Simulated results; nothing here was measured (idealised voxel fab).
process module | voxel trench capacitor
Pictured: cross-section cut, 285 nm wide, on a grid of 5 nm square cells.
Cross-section = grid of square cells, listed top down in bands; band = one or more rows.
First you get the band's top height and its bottom height, in nm, and then the materials it's made of, left to right, with each width in nm. If you see a single material with "everywhere", that one covers the band edge to edge. "air" is empty space.
Height datum 0, below which the as-received substrate wafer is one material. Lowest band open at the bottom, running downward: "0 and below".
The notation "30 to 40" denotes a width that varies across the rows of cells in the band, beginning at the first number in the top row, finishing at the second number in the bottom row, and changing by an identical amount from each row to the next.
Key: "nothing was modified" - step with no changed cell in the cross-section.
What "Closed cavity list" gives you is every empty space of 8 cells or more that is cut off from the top. Each appears as width x height at distance, with the distance taken from the left edge and width, height and distance all in nm.
Text after the settings on a step's line: the simulator's own remark on that step.
"overlay nm", when on a step's line for a step with a mask, measures how far to the right of its planned place the mask lay; a negative measure means to the left.
So here's the lineup of process steps we planned
1,RECEIVE,material Si
2,CONFORMAL_DEP,material SiN,thk nm 10
3,PATTERN,tone open,mask id TRENCH,material resist,width nm 20,pitch nm 50,thk nm 15,overlay nm 0
4,DIRECTIONAL_ETCH,etch materials SiN,depth nm 10
5,DIRECTIONAL_ETCH,etch materials Si,depth nm 35
6,STRIP,etch materials resist
7,CONFORMAL_DEP,material SiO2,thk nm 5
8,FILL_DEP,material polySi,thk nm 5
9,CMP,height nm 10
Step 1 complete: cross-section of the wafer as received
0 and below | Si everywhere
Closed cavity list: none
Starting wafer: above. Plan: above. Run: one mistake. Cross-section after the module: below
10 down to 0 | SiO2 everywhere
0 and below | Si everywhere
Closed cavity list: none
The plan and the run diverged here: step 2: run off-plan, actual operation and settings CONFORMAL_DEP,material SiO2,thk nm 10
